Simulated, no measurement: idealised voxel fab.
Process module under the name voxel released beams
Cross-section cut spans 185 nm and uses square cells 5 nm in size.
When this document writes out a cross-section, it uses a grid of square cells and lists it as bands, beginning at the top and moving down, with a band standing for one or more rows of cells.
Band: top height; bottom height; in nm. Then, left to right: material with width in nm, for each material. "full width": a single material spanning edge to edge. "blank": empty space.
Convention: height 0 is the level below which the wafer, as received, is all one material. The lowest band does not terminate at the bottom but continues downward, represented as "0 down".
The expression "30 to 40" gives the width at the extremes of the band, the first number at its top row of cells and the second at its bottom row, with the width changing by equal amounts from each row to the next in between.
Step note "left unchanged" = no cross-section cell changed.
Look at "Fully sealed cavities" for the closed voids: empty spaces with no open path to the top, sized 8 cells or up. Each is width x height at distance, distance from the left edge, all nm.
Anything after a step's settings on that line? It's the simulator's own note about the step.
Each step line may optionally specify "overlay nm", which for a step with a mask gives the rightward distance between the mask's planned place and where it lay, a negative value indicating the leftward direction.
### These are the steps we planned for the process
step 1: RECEIVE [material Si]
step 2: CONFORMAL_DEP [material SiN] [thk nm 5]
step 3: DIRECTIONAL_DEP [material SiO2] [thk nm 10]
step 4: DIRECTIONAL_DEP [material aC] [thk nm 10]
step 5: PATTERN [tone open] [mask id ANCHOR] [material resist] [width nm 30] [thk nm 30] [overlay nm 0]
step 6: DIRECTIONAL_ETCH [etch materials aC] [depth nm 10]
step 7: STRIP [etch materials resist]
step 8: DIRECTIONAL_ETCH [etch materials SiO2] [depth nm 10]
step 9: STRIP [etch materials aC]
step 10: CONFORMAL_DEP [material polySi] [thk nm 10]
step 11: DIRECTIONAL_DEP [material aC] [thk nm 15]
step 12: PATTERN [tone cover] [mask id BEAM] [material resist] [width nm 80] [thk nm 35] [overlay nm 0]
step 13: DIRECTIONAL_ETCH [etch materials aC] [depth nm 15]
step 14: STRIP [etch materials resist]
step 15: DIRECTIONAL_ETCH [etch materials polySi] [depth nm 10]
step 16: STRIP [etch materials aC]
step 17: STRIP [etch materials SiO2]
### On the first of the two wafers: run conducted according to plan
### Cross-section of the incoming wafer, state after step 1
  0 down  Si full width
  Fully sealed cavities: none
### Cross-section of the wafer subsequent to step 2
  5 to 0  SiN full width
  Under 0: no change, same as before.
### Cross-section of the wafer subsequent to step 3
  15 to 5  SiO2 full width
  Under 5: no change, same as before.
### Cross-section of the wafer subsequent to step 4
  25 to 15  aC full width
  Under 15: no change, same as before.
### Cross-section of the wafer subsequent to step 5
  55 to 25  resist: 55; blank: 30; resist: 100
  Under 25: no change, same as before.
### Cross-section of the wafer subsequent to step 6
  45 to 25  resist: 55; blank: 30; resist: 100
  25 to 15  aC: 55; blank: 30; aC: 100
  Under 15: no change, same as before.
### Cross-section of the wafer subsequent to step 7
  25 to 15  aC: 55; blank: 30; aC: 100
  Under 15: no change, same as before.
### Cross-section of the wafer subsequent to step 8
  25 to 15  aC: 55; blank: 30; aC: 100
  15 to 5  SiO2: 55; blank: 30; SiO2: 100
  Under 5: no change, same as before.
### Cross-section of the wafer subsequent to step 9
  15 to 5  SiO2: 55; blank: 30; SiO2: 100
  Under 5: no change, same as before.
### Cross-section of the wafer subsequent to step 10
  25 to 15  polySi: 65; blank: 10; polySi: 110
  15 to 5  SiO2: 55; polySi: 30; SiO2: 100
  Under 5: no change, same as before.
### Cross-section of the wafer subsequent to step 11
  40 to 30  aC: 65; blank: 10; aC: 110
  30 to 25  aC full width
  25 to 15  polySi: 65; aC: 10; polySi: 110
  Under 15: no change, same as before.
### Cross-section of the wafer subsequent to step 12
  75 to 40  blank: 50; resist: 80; blank: 55
  40 to 30  aC: 65; resist: 10; aC: 110
  Under 30: no change, same as before.
### Cross-section of the wafer subsequent to step 13
  60 to 40  blank: 50; resist: 80; blank: 55
  40 to 30  blank: 50; aC: 15; resist: 10; aC: 55; blank: 55
  30 to 25  blank: 50; aC: 80; blank: 55
  Under 25: no change, same as before.
### Cross-section of the wafer subsequent to step 14
  40 to 30  blank: 50; aC: 15; blank: 10; aC: 55; blank: 55
  Under 30: no change, same as before.
### Cross-section of the wafer subsequent to step 15
  40 to 30  blank: 50; aC: 15; blank: 10; aC: 55; blank: 55
  30 to 25  blank: 50; aC: 80; blank: 55
  25 to 15  blank: 50; polySi: 15; aC: 10; polySi: 55; blank: 55
  Under 15: no change, same as before.
### Cross-section of the wafer subsequent to step 16
  25 to 15  blank: 50; polySi: 15; blank: 10; polySi: 55; blank: 55
  Under 15: no change, same as before.
### Cross-section of the wafer subsequent to step 17
  25 to 15  blank: 50; polySi: 15; blank: 10; polySi: 55; blank: 55
  15 to 5  blank: 55; polySi: 30; blank: 100
  Under 5: no change, same as before.
### Second wafer: same start and same plan as the first, one execution error; identical to the first through step 11
### Cross-section: second wafer, time at which step 12 was scheduled to end
  75 to 40  blank: 60; resist: 80; blank: 45
  40 to 30  aC: 65; resist: 10; aC: 110
  Under 30: no change, same as before.
### Cross-section: second wafer, time at which step 13 was scheduled to end
  60 to 40  blank: 60; resist: 80; blank: 45
  40 to 30  blank: 60; aC: 5; resist: 10; aC: 65; blank: 45
  30 to 25  blank: 60; aC: 80; blank: 45
  Under 25: no change, same as before.
### Cross-section: second wafer, time at which step 14 was scheduled to end
  40 to 30  blank: 60; aC: 5; blank: 10; aC: 65; blank: 45
  Under 30: no change, same as before.
### Cross-section: second wafer, time at which step 15 was scheduled to end
  40 to 30  blank: 60; aC: 5; blank: 10; aC: 65; blank: 45
  30 to 25  blank: 60; aC: 80; blank: 45
  25 to 15  blank: 60; polySi: 5; aC: 10; polySi: 65; blank: 45
  Under 15: no change, same as before.
### Cross-section: second wafer, time at which step 16 was scheduled to end
  25 to 15  blank: 60; polySi: 5; blank: 10; polySi: 65; blank: 45
  Under 15: no change, same as before.
### Cross-section: second wafer, time at which step 17 was scheduled to end
  25 to 15  blank: 60; polySi: 5; blank: 10; polySi: 65; blank: 45
  15 to 5  blank: 55; polySi: 30; blank: 100
  Under 5: no change, same as before.
Deviation from plan: for step 12, the planned setting was not used; the step was instead run as PATTERN [tone cover] [mask id BEAM] [material resist] [width nm 80] [thk nm 35] [overlay nm 10]
At the end, the second wafer has the same number of cells of each material as the first, but those cells sit in other places.
